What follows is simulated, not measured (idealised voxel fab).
Title: Process Module voxel local oxidation
cross-section cut | 215 nm wide | cells 5 nm
If you're reading a cross-section in this doc, picture square cells in a grid; it comes to you as bands, top ones listed first down to the bottom, and a band can be one or more rows of cells. Quick guide to a band line: top height, bottom height (nm) up front; then every material left to right with its width in nm. Only one material and it's marked "edge to edge"? Then it fills the band edge to edge. And "air" just means empty space. Height is counted from the level 0, under which the received wafer is composed throughout of one material. The lowest of the bands is not closed at the bottom but continues downward, in the notation "from 0 down". Top row gets the first number, bottom row gets the second, and each row in between changes by the same step: that is how a band width like "30..40" works. "all unchanged" -> step changed no cross-section cell. Closed-off voids of 8+ cells (no open route to the top) go in "Encapsulated voids", written width x height at distance from the left edge, in nm. That trailing text on a step's line, after the settings, is the simulator's own remark on the step. Regarding "overlay nm": on a step with a mask, it is the distance the mask lay to the right of its planned place; a negative value places it to the left.

Process steps - plan:
- 1: op RECEIVE | material Si
- 2: op CONFORMAL_DEP | material SiO2 | thk nm 5
- 3: op CONFORMAL_DEP | material SiN | thk nm 10
- 4: op MASKED_ETCH | tone cover | mask id ACTIVE | width nm 90 | etch materials SiN | depth nm 10 | overlay nm 0
- 5: op SELECTIVE_ETCH | etch materials SiO2 | depth nm 5
- 6: op OXIDIZE | depth nm 10
- 7: op STRIP | etch materials SiN
Split variable: thk nm, step 2. Plan value = first wafer. Wafers start alike.

The first of several wafers as received, shown in cross-section; this is its state after step 1:
- from 0 down | Si edge to edge
- Encapsulated voids: none

Shown in cross-section: the first of several wafers at the end of the module, after its last step, step 7:
- from 5 to 0 | 65 nm air, then 80 nm SiO2, then 70 nm air
- from 0 to -10 | 75 nm SiO2, then 60 nm Si, then 80 nm SiO2
- from -10 down | Si edge to edge
- Encapsulated voids: none

Cross-section, last wafer, module completion:
- from 20 to 15 | 65 nm air, then 80 nm SiO2, then 70 nm air
- from 15 to 0 | SiO2 edge to edge
- from 0 down | Si edge to edge
- Encapsulated voids: none

Quick key for the table: a row per wafer, taken at the end of the module. For each material it tells you how many cells the wafer gained (+) or lost (-) since it came in, and the closed voids come after:
thk nm 5; -62 Si; +78 SiO2; Encapsulated voids: none
thk nm 10; +59 SiO2; Encapsulated voids: none
thk nm 15; +102 SiO2; Encapsulated voids: none
thk nm 20; +145 SiO2; Encapsulated voids: none
